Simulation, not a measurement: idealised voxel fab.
Process module, titled voxel plated lines
Cross-section cut spans 180 nm and uses square cells 5 nm in size.
Format of a cross-section: grid, square cells. Given as bands. Order: top down. Band: one or more rows of cells. Heads up on the band format: heights come first, top then bottom, in nm. After that it's the materials left to right, each with its width in nm. A single material flagged "throughout" fills the whole band edge to edge, and "empty" means there's empty space there. Measure heights from 0. That's the level where, below it, the as-received wafer is all one material. The lowest band is bottomless and extends downward; write it as in "from 0 down". Width "30 to 40": first value at the band's top row of cells, second value at its bottom row, equal change from row to row. What does "no modification" mean for a step? It means no cell of the cross-section changed in that step. Under "Enclosed internal voids" you'll find the enclosed gaps, the ones with no way out to the top, that are 8 cells or bigger; each reads width x height at distance, with distance counted from the left edge, everything in nm. It should be noted that, on the line of a given step, the content following the step's settings is a remark produced by the simulator itself with respect to that step. A step line may carry the setting "overlay nm", which, for steps involving a mask, states the distance by which the mask lay to the right of its intended position; negative values denote displacement to the left.

-- plan
| 1 | RECEIVE | material Si |
| 2 | CONFORMAL_DEP | material Al2O3 | thk nm 5 |
| 3 | DIRECTIONAL_DEP | material TiN | thk nm 5 |
| 4 | PATTERN | tone open | mask id LINES | material resist | width nm 15 | pitch nm 35 | thk nm 40 | overlay nm 0 |
| 5 | EPI | material Ru | thk nm 10 |
| 6 | EPI | material Ru | thk nm 5 |
| 7 | EPI | material Ru | thk nm 5 |
| 8 | STRIP | etch materials resist |
| 9 | DIRECTIONAL_ETCH | etch materials TiN | depth nm 5 |
| 10 | CONFORMAL_DEP | material SiCN | thk nm 10 |

-- Below: the first of two wafers, run as planned

-- Cross-sectional view of the wafer in its as-received condition, corresponding to the state after step 1
- from 0 down  Si throughout
- Enclosed internal voids: none

-- Wafer xsec, post step 2
- from 5 to 0  Al2O3 throughout
- Below 0 it's all the same as before, nothing changed down there.

-- Wafer xsec, post step 3
- from 10 to 5  TiN throughout
- Below 5 it's all the same as before, nothing changed down there.

-- Wafer xsec, post step 4
- from 50 to 10  65 nm resist  15 nm empty  20 nm resist  15 nm empty  65 nm resist
- Below 10 it's all the same as before, nothing changed down there.

-- Wafer xsec, post step 5
- from 50 to 20  65 nm resist  15 nm empty  20 nm resist  15 nm empty  65 nm resist
- from 20 to 10  65 nm resist  15 nm Ru  20 nm resist  15 nm Ru  65 nm resist
- Below 10 it's all the same as before, nothing changed down there.

-- Wafer xsec, post step 6
- from 50 to 25  65 nm resist  15 nm empty  20 nm resist  15 nm empty  65 nm resist
- from 25 to 10  65 nm resist  15 nm Ru  20 nm resist  15 nm Ru  65 nm resist
- Below 10 it's all the same as before, nothing changed down there.

-- Wafer xsec, post step 7
- from 50 to 30  65 nm resist  15 nm empty  20 nm resist  15 nm empty  65 nm resist
- from 30 to 10  65 nm resist  15 nm Ru  20 nm resist  15 nm Ru  65 nm resist
- Below 10 it's all the same as before, nothing changed down there.

-- Wafer xsec, post step 8
- from 30 to 10  65 nm empty  15 nm Ru  20 nm empty  15 nm Ru  65 nm empty
- Below 10 it's all the same as before, nothing changed down there.

-- Wafer xsec, post step 9
- from 30 to 10  65 nm empty  15 nm Ru  20 nm empty  15 nm Ru  65 nm empty
- from 10 to 5  65 nm empty  15 nm TiN  20 nm empty  15 nm TiN  65 nm empty
- Below 5 it's all the same as before, nothing changed down there.

-- Wafer xsec, post step 10
- from 40 to 30  55 nm empty  70 nm SiCN  55 nm empty
- from 30 to 15  55 nm empty  10 nm SiCN  15 nm Ru  20 nm SiCN  15 nm Ru  10 nm SiCN  55 nm empty
- from 15 to 10  65 nm SiCN  15 nm Ru  20 nm SiCN  15 nm Ru  65 nm SiCN
- from 10 to 5  65 nm SiCN  15 nm TiN  20 nm SiCN  15 nm TiN  65 nm SiCN
- Below 5 it's all the same as before, nothing changed down there.

-- Second Wafer (Identical Start and Plan, One Processing Error; Matches First Wafer Through Step 3)

-- What the second wafer looks like in cross-section when step 4 should have wrapped up
- from 50 to 10  65 nm resist  20 nm empty  15 nm resist  20 nm empty  60 nm resist
- Below 10 it's all the same as before, nothing changed down there.

-- What the second wafer looks like in cross-section when step 5 should have wrapped up
- from 50 to 20  65 nm resist  20 nm empty  15 nm resist  20 nm empty  60 nm resist
- from 20 to 10  65 nm resist  20 nm Ru  15 nm resist  20 nm Ru  60 nm resist
- Below 10 it's all the same as before, nothing changed down there.

-- What the second wafer looks like in cross-section when step 6 should have wrapped up
- from 50 to 25  65 nm resist  20 nm empty  15 nm resist  20 nm empty  60 nm resist
- from 25 to 10  65 nm resist  20 nm Ru  15 nm resist  20 nm Ru  60 nm resist
- Below 10 it's all the same as before, nothing changed down there.

-- What the second wafer looks like in cross-section when step 7 should have wrapped up
- from 50 to 30  65 nm resist  20 nm empty  15 nm resist  20 nm empty  60 nm resist
- from 30 to 10  65 nm resist  20 nm Ru  15 nm resist  20 nm Ru  60 nm resist
- Below 10 it's all the same as before, nothing changed down there.

-- What the second wafer looks like in cross-section when step 8 should have wrapped up
- from 30 to 10  65 nm empty  20 nm Ru  15 nm empty  20 nm Ru  60 nm empty
- Below 10 it's all the same as before, nothing changed down there.

-- What the second wafer looks like in cross-section when step 9 should have wrapped up
- from 30 to 10  65 nm empty  20 nm Ru  15 nm empty  20 nm Ru  60 nm empty
- from 10 to 5  65 nm empty  20 nm TiN  15 nm empty  20 nm TiN  60 nm empty
- Below 5 it's all the same as before, nothing changed down there.

-- What the second wafer looks like in cross-section when step 10 should have wrapped up
- from 40 to 30  55 nm empty  75 nm SiCN  50 nm empty
- from 30 to 15  55 nm empty  10 nm SiCN  20 nm Ru  15 nm SiCN  20 nm Ru  10 nm SiCN  50 nm empty
- from 15 to 10  65 nm SiCN  20 nm Ru  15 nm SiCN  20 nm Ru  60 nm SiCN
- from 10 to 5  65 nm SiCN  20 nm TiN  15 nm SiCN  20 nm TiN  60 nm SiCN
- Below 5 it's all the same as before, nothing changed down there.
what went wrong: rather than as planned, step 4 actually ran as PATTERN | tone open | mask id LINES | material resist | width nm 20 | pitch nm 35 | thk nm 40 | overlay nm 0
Wrapping up, a cell-based count of both wafers puts the second over or under the first for these materials: Ru: 8 more, SiCN: 5 fewer, TiN: 2 more
